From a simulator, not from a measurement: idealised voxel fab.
Title: Process Module voxel wiring stack
Xsec cut, 155 nm wide, square cell size 5 nm.
A cross-section is a grid of square cells, given in bands from the top down. A band is one or more rows of cells. This entry defines a band. It first specifies the height of the band's top and the height of its bottom in nm, and then specifies the band's materials from left to right, stating each material with its width in nm. The word "full width" identifies a single material that fills the band from edge to edge, while the word "empty" identifies empty space. Below 0: as-received wafer, all one material; heights counted from there. Lowest band: no bottom, goes on down, written "0 and below". The two numbers in a width such as "30..40" mark its ends across the band: the first belongs to the top row of cells, the second to the bottom row, and from each row to the next the width moves by the same amount. No cell of the cross-section changed in a step that is given as "no change". Entry "Sealed-off cavities". Content: empty spaces with no open connection to the top, size 8 cells or greater. Each: width x height at distance. Distance: from left edge. Unit: nm. On each step's line, the part that comes after the settings is the simulator's own comment on the step. "overlay nm" denotes, for a step that has a mask, the displacement of the mask to the right of its planned place, with negative values corresponding to the left.

## Planned process steps
1) RECEIVE: material Si
2) CONFORMAL_DEP: material SiO2, thk nm 10
3) DIRECTIONAL_DEP: material TiN, thk nm 5
4) DIRECTIONAL_DEP: material Ru, thk nm 15
5) MASKED_ETCH: tone cover, mask id METAL_1, width nm 25, pitch nm 45, etch materials Ru, depth nm 15, overlay nm 0
6) MASKED_ETCH: tone cover, mask id METAL_1, width nm 25, pitch nm 45, etch materials TiN, depth nm 5, overlay nm 0
7) FILL_DEP: material lowk, thk nm 5
8) CMP: height nm 30
9) CONFORMAL_DEP: material SiCN, thk nm 5
10) DIRECTIONAL_DEP: material lowk, thk nm 10
11) MASKED_ETCH: tone open, mask id PLUG_1, width nm 15, pitch nm 45, etch materials lowk, depth nm 5, overlay nm 0
12) MASKED_ETCH: tone open, mask id PLUG_1, width nm 15, pitch nm 45, etch materials SiCN, depth nm 5, overlay nm 0
13) EPI: material Ru, thk nm 10
14) EPI: material Ru, thk nm 5
15) CONFORMAL_DEP: material SiCN, thk nm 5
16) DIRECTIONAL_DEP: material SiO2, thk nm 25
17) PATTERN: tone open, mask id METAL_2, material resist, width nm 25, pitch nm 45, thk nm 20, overlay nm 0
18) DIRECTIONAL_ETCH: etch materials SiO2, depth nm 25
19) DIRECTIONAL_ETCH: etch materials SiCN, depth nm 5
20) STRIP: etch materials resist
21) CONFORMAL_DEP: material TiN, thk nm 5
22) FILL_DEP: material Ru, thk nm 10
23) CMP: height nm 75
24) CONFORMAL_DEP: material SiCN, thk nm 5
25) DIRECTIONAL_DEP: material SiO2, thk nm 35
26) PATTERN: tone open, mask id METAL_3, material resist, width nm 25, pitch nm 45, thk nm 20, overlay nm 0
27) DIRECTIONAL_ETCH: etch materials SiO2, depth nm 20
28) STRIP: etch materials resist
29) MASKED_ETCH: tone open, mask id METAL_3_HOLES, width nm 15, pitch nm 90, etch materials SiO2, depth nm 15, overlay nm 0
30) MASKED_ETCH: tone open, mask id METAL_3_HOLES, width nm 15, pitch nm 90, etch materials SiCN, depth nm 5, overlay nm 0
31) CONFORMAL_DEP: material TiN, thk nm 5
32) FILL_DEP: material Cu, thk nm 5
33) CMP: height nm 115
34) CONFORMAL_DEP: material SiN, thk nm 5
The wafers in this document start out alike and differ in the depth nm applied at step 11; the plan shows the value used for the first wafer.

## Cut through the first of several wafers as received, post step 1
- 0 and below = Si full width
- Sealed-off cavities: none

## First of several wafers in cross-section at module end, following the final step, step 34
- 120 down to 115 = SiN full width
- 115 down to 100 = SiO2 (20); TiN (5); Cu (15); TiN (5); SiO2 (20); TiN (5); Cu (15); TiN (5); SiO2 (20); TiN (5); Cu (15); TiN (5); SiO2 (20)
- 100 down to 95 = SiO2 (20); TiN (5); Cu (5); TiN (15); SiO2 (20); TiN (25); SiO2 (20); TiN (5); Cu (5); TiN (15); SiO2 (20)
- 95 down to 80 = SiO2 (20); TiN (5); Cu (5); TiN (5); SiO2 (75); TiN (5); Cu (5); TiN (5); SiO2 (30)
- 80 down to 75 = SiCN (20); TiN (15); SiCN (75); TiN (15); SiCN (30)
- 75 down to 50 = SiO2 (20); TiN (5); Ru (15); TiN (5); SiO2 (20); TiN (5); Ru (15); TiN (5); SiO2 (20); TiN (5); Ru (15); TiN (5); SiO2 (20)
- 50 down to 45 = SiCN (20); TiN (25); SiCN (20); TiN (25); SiCN (20); TiN (25); SiCN (20)
- 45 down to 40 = lowk (20); SiCN (5); TiN (5); SiCN (5); lowk (30); SiCN (5); TiN (5); SiCN (5); lowk (30); SiCN (5); TiN (5); SiCN (5); lowk (30)
- 40 down to 35 = lowk full width
- 35 down to 30 = SiCN full width
- 30 down to 15 = lowk (20); Ru (25); lowk (20); Ru (25); lowk (20); Ru (25); lowk (20)
- 15 down to 10 = lowk (20); TiN (25); lowk (20); TiN (25); lowk (20); TiN (25); lowk (20)
- 10 down to 0 = SiO2 full width
- 0 and below = Si full width
- Sealed-off cavities: none

## The module's end: a cross-section of the last wafer
- 120 down to 115 = SiN full width
- 115 down to 100 = SiO2 (20); TiN (5); Cu (15); TiN (5); SiO2 (20); TiN (5); Cu (15); TiN (5); SiO2 (20); TiN (5); Cu (15); TiN (5); SiO2 (20)
- 100 down to 95 = SiO2 (20); TiN (5); Cu (5); TiN (15); SiO2 (20); TiN (25); SiO2 (20); TiN (5); Cu (5); TiN (15); SiO2 (20)
- 95 down to 80 = SiO2 (20); TiN (5); Cu (5); TiN (5); SiO2 (75); TiN (5); Cu (5); TiN (5); SiO2 (30)
- 80 down to 75 = SiCN (20); TiN (15); SiCN (75); TiN (15); SiCN (30)
- 75 down to 50 = SiO2 (20); TiN (5); Ru (15); TiN (5); SiO2 (20); TiN (5); Ru (15); TiN (5); SiO2 (20); TiN (5); Ru (15); TiN (5); SiO2 (20)
- 50 down to 45 = SiCN (20); TiN (25); SiCN (20); TiN (25); SiCN (20); TiN (25); SiCN (20)
- 45 down to 35 = lowk (20); Ru (15); lowk (30); Ru (15); lowk (30); Ru (15); lowk (30)
- 35 down to 30 = SiCN (20); Ru (15); SiCN (30); Ru (15); SiCN (30); Ru (15); SiCN (30)
- 30 down to 15 = lowk (20); Ru (25); lowk (20); Ru (25); lowk (20); Ru (25); lowk (20)
- 15 down to 10 = lowk (20); TiN (25); lowk (20); TiN (25); lowk (20); TiN (25); lowk (20)
- 10 down to 0 = SiO2 full width
- 0 and below = Si full width
- Sealed-off cavities: none

## Quick key for the table: a row per wafer, taken at the end of the module. For each material it tells you how many cells the wafer gained (+) or lost (-) since it came in, and the closed voids come after
depth nm 5; +35 Cu; +90 Ru; +78 SiCN; +31 SiN; +281 SiO2; +112 TiN; +117 lowk; Sealed-off cavities: none
depth nm 10; +35 Cu; +117 Ru; +63 SiCN; +31 SiN; +281 SiO2; +109 TiN; +108 lowk; Sealed-off cavities: none
depth nm 15; +35 Cu; +117 Ru; +63 SiCN; +31 SiN; +281 SiO2; +109 TiN; +108 lowk; Sealed-off cavities: none
depth nm 20; +35 Cu; +117 Ru; +63 SiCN; +31 SiN; +281 SiO2; +109 TiN; +108 lowk; Sealed-off cavities: none
depth nm 25; +35 Cu; +117 Ru; +63 SiCN; +31 SiN; +281 SiO2; +109 TiN; +108 lowk; Sealed-off cavities: none
